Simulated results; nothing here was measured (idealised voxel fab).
The document below concerns the process module designated voxel wiring stack.
Xsec cut, 235 nm wide, square cell size 5 nm.
Throughout this document, each cross-section is represented as a grid of square cells and is presented as a sequence of bands enumerated from the top downward, where a band comprises one or more rows of cells. In this notation a band is specified by the heights of its top and bottom, in that order and in nm, after which its materials appear from left to right, each paired with its width in nm. The word "throughout" attached to a single material means that material fills the band from edge to edge; the word "air" stands for empty space. Convention: height 0 is the level below which the wafer, as received, is all one material. The lowest band does not terminate at the bottom but continues downward, represented as "0 down". Note: "30..40" means the width goes from the first number (top row of the band) to the second number (bottom row) in equal steps per row of cells. No cell of the cross-section changed in a step that is given as "remained the same". Enclosed voids (no open way to top), threshold 8 cells or more, entry "Trapped cavities", notation width x height at distance, distance from left edge, nm. On each step's line, the part that comes after the settings is the simulator's own comment on the step. overlay nm: right-of-plan distance of the mask on a masked step; negative values mean left-of-plan.
## Intended process steps
1,RECEIVE, material Si
2,CONFORMAL_DEP, material SiO2, thk nm 10
3,CONFORMAL_DEP, material SiCN, thk nm 5
4,DIRECTIONAL_DEP, material lowk, thk nm 15
5,DIRECTIONAL_DEP, material aC, thk nm 15
6,PATTERN, tone open, mask id METAL_1, material resist, width nm 25, pitch nm 50, thk nm 30, overlay nm 0
7,DIRECTIONAL_ETCH, etch materials aC, depth nm 15
8,STRIP, etch materials resist
9,DIRECTIONAL_ETCH, etch materials lowk, depth nm 15
10,DIRECTIONAL_ETCH, etch materials SiCN, depth nm 5
11,STRIP, etch materials aC
12,CONFORMAL_DEP, material TiN, thk nm 5
13,FILL_DEP, material Cu, thk nm 10
14,CMP, height nm 30
15,CONFORMAL_DEP, material SiCN, thk nm 5
16,DIRECTIONAL_DEP, material lowk, thk nm 15
17,DIRECTIONAL_DEP, material aC, thk nm 10
18,PATTERN, tone open, mask id PLUG_1, material resist, width nm 15, pitch nm 50, thk nm 30, overlay nm 0
19,DIRECTIONAL_ETCH, etch materials aC, depth nm 10
20,STRIP, etch materials resist
21,DIRECTIONAL_ETCH, etch materials lowk, depth nm 15
22,DIRECTIONAL_ETCH, etch materials SiCN, depth nm 5
23,STRIP, etch materials aC
24,CONFORMAL_DEP, material TiN, thk nm 5
25,FILL_DEP, material Cu, thk nm 5
26,CMP, height nm 50
27,CONFORMAL_DEP, material SiCN, thk nm 5
28,DIRECTIONAL_DEP, material SiO2, thk nm 20
29,PATTERN, tone open, mask id METAL_2, material resist, width nm 25, pitch nm 50, thk nm 20, overlay nm 0
30,DIRECTIONAL_ETCH, etch materials SiO2, depth nm 10
31,DIRECTIONAL_ETCH, etch materials SiCN, depth nm 5
32,STRIP, etch materials resist
33,CONFORMAL_DEP, material TiN, thk nm 5
34,FILL_DEP, material W, thk nm 10
35,CMP, height nm 75
36,CONFORMAL_DEP, material SiCN, thk nm 5
37,DIRECTIONAL_DEP, material SiO2, thk nm 25
38,DIRECTIONAL_DEP, material aC, thk nm 15
39,PATTERN, tone open, mask id METAL_3, material resist, width nm 25, pitch nm 50, thk nm 35, overlay nm 0
40,DIRECTIONAL_ETCH, etch materials aC, depth nm 15
41,STRIP, etch materials resist
42,DIRECTIONAL_ETCH, etch materials SiO2, depth nm 15
43,STRIP, etch materials aC
44,PATTERN, tone open, mask id METAL_3_HOLES, material resist, width nm 15, pitch nm 50, thk nm 15, overlay nm 0
45,DIRECTIONAL_ETCH, etch materials SiO2, depth nm 10
46,DIRECTIONAL_ETCH, etch materials SiCN, depth nm 5
47,STRIP, etch materials resist
48,CONFORMAL_DEP, material TiN, thk nm 5
49,FILL_DEP, material Ru, thk nm 10
50,CMP, height nm 105
51,CONFORMAL_DEP, material SiCN, thk nm 5
The plan shows the depth nm of step 30 as the first wafer had it; this setting differs between the wafers, which start out alike.
## First wafer of several, as received: cross-section after step 1
0 down = Si throughout
Trapped cavities: none
## Post step 51, the closing step of the module: first of several wafers, cross-sectioned
110 to 105 = SiCN throughout
105 to 95 = 80 of SiO2; 5 of TiN; 15 of Ru; 5 of TiN; 25 of SiO2; 5 of TiN; 15 of Ru; 5 of TiN; 80 of SiO2
95 to 90 = 80 of SiO2; 5 of TiN; 5 of Ru; 15 of TiN; 25 of SiO2; 5 of TiN; 5 of Ru; 15 of TiN; 80 of SiO2
90 to 80 = 80 of SiO2; 5 of TiN; 5 of Ru; 5 of TiN; 35 of SiO2; 5 of TiN; 5 of Ru; 5 of TiN; 90 of SiO2
80 to 75 = 80 of SiCN; 15 of TiN; 35 of SiCN; 15 of TiN; 90 of SiCN
75 to 70 = 80 of SiO2; 5 of TiN; 15 of W; 5 of TiN; 25 of SiO2; 5 of TiN; 15 of W; 5 of TiN; 80 of SiO2
70 to 65 = 80 of SiO2; 25 of TiN; 25 of SiO2; 25 of TiN; 80 of SiO2
65 to 55 = SiO2 throughout
55 to 50 = SiCN throughout
50 to 35 = 80 of lowk; 5 of TiN; 5 of Cu; 5 of TiN; 35 of lowk; 5 of TiN; 5 of Cu; 5 of TiN; 90 of lowk
35 to 30 = 80 of SiCN; 15 of TiN; 35 of SiCN; 15 of TiN; 90 of SiCN
30 to 15 = 80 of lowk; 5 of TiN; 15 of Cu; 5 of TiN; 25 of lowk; 5 of TiN; 15 of Cu; 5 of TiN; 80 of lowk
15 to 10 = 80 of SiCN; 25 of TiN; 25 of SiCN; 25 of TiN; 80 of SiCN
10 to 0 = SiO2 throughout
0 down = Si throughout
Trapped cavities: none
## The module's end: a cross-section of the last wafer
110 to 105 = SiCN throughout
105 to 95 = 80 of SiO2; 5 of TiN; 15 of Ru; 5 of TiN; 25 of SiO2; 5 of TiN; 15 of Ru; 5 of TiN; 80 of SiO2
95 to 90 = 80 of SiO2; 5 of TiN; 5 of Ru; 15 of TiN; 25 of SiO2; 5 of TiN; 5 of Ru; 15 of TiN; 80 of SiO2
90 to 80 = 80 of SiO2; 5 of TiN; 5 of Ru; 5 of TiN; 35 of SiO2; 5 of TiN; 5 of Ru; 5 of TiN; 90 of SiO2
80 to 75 = 80 of SiCN; 15 of TiN; 35 of SiCN; 15 of TiN; 90 of SiCN
75 to 55 = 80 of SiO2; 5 of TiN; 15 of W; 5 of TiN; 25 of SiO2; 5 of TiN; 15 of W; 5 of TiN; 80 of SiO2
55 to 50 = 80 of SiCN; 25 of TiN; 25 of SiCN; 25 of TiN; 80 of SiCN
50 to 35 = 80 of lowk; 5 of TiN; 5 of Cu; 5 of TiN; 35 of lowk; 5 of TiN; 5 of Cu; 5 of TiN; 90 of lowk
35 to 30 = 80 of SiCN; 15 of TiN; 35 of SiCN; 15 of TiN; 90 of SiCN
30 to 15 = 80 of lowk; 5 of TiN; 15 of Cu; 5 of TiN; 25 of lowk; 5 of TiN; 15 of Cu; 5 of TiN; 80 of lowk
15 to 10 = 80 of SiCN; 25 of TiN; 25 of SiCN; 25 of TiN; 80 of SiCN
10 to 0 = SiO2 throughout
0 down = Si throughout
Trapped cavities: none
## Every row in this table is a wafer at the end of the module, and it gives, for each of the materials, the cells that wafer has gained (+) or lost (-) since it was received, then its closed voids
depth nm 10; +24 Cu; +18 Ru; +213 SiCN; +455 SiO2; +84 TiN; +6 W; +234 lowk; Trapped cavities: none
depth nm 15; +24 Cu; +18 Ru; +213 SiCN; +445 SiO2; +88 TiN; +12 W; +234 lowk; Trapped cavities: none
depth nm 20; +24 Cu; +18 Ru; +203 SiCN; +435 SiO2; +96 TiN; +24 W; +234 lowk; Trapped cavities: none
depth nm 25; +24 Cu; +18 Ru; +203 SiCN; +435 SiO2; +96 TiN; +24 W; +234 lowk; Trapped cavities: none
depth nm 30; +24 Cu; +18 Ru; +203 SiCN; +435 SiO2; +96 TiN; +24 W; +234 lowk; Trapped cavities: none
depth nm 35; +24 Cu; +18 Ru; +203 SiCN; +435 SiO2; +96 TiN; +24 W; +234 lowk; Trapped cavities: none
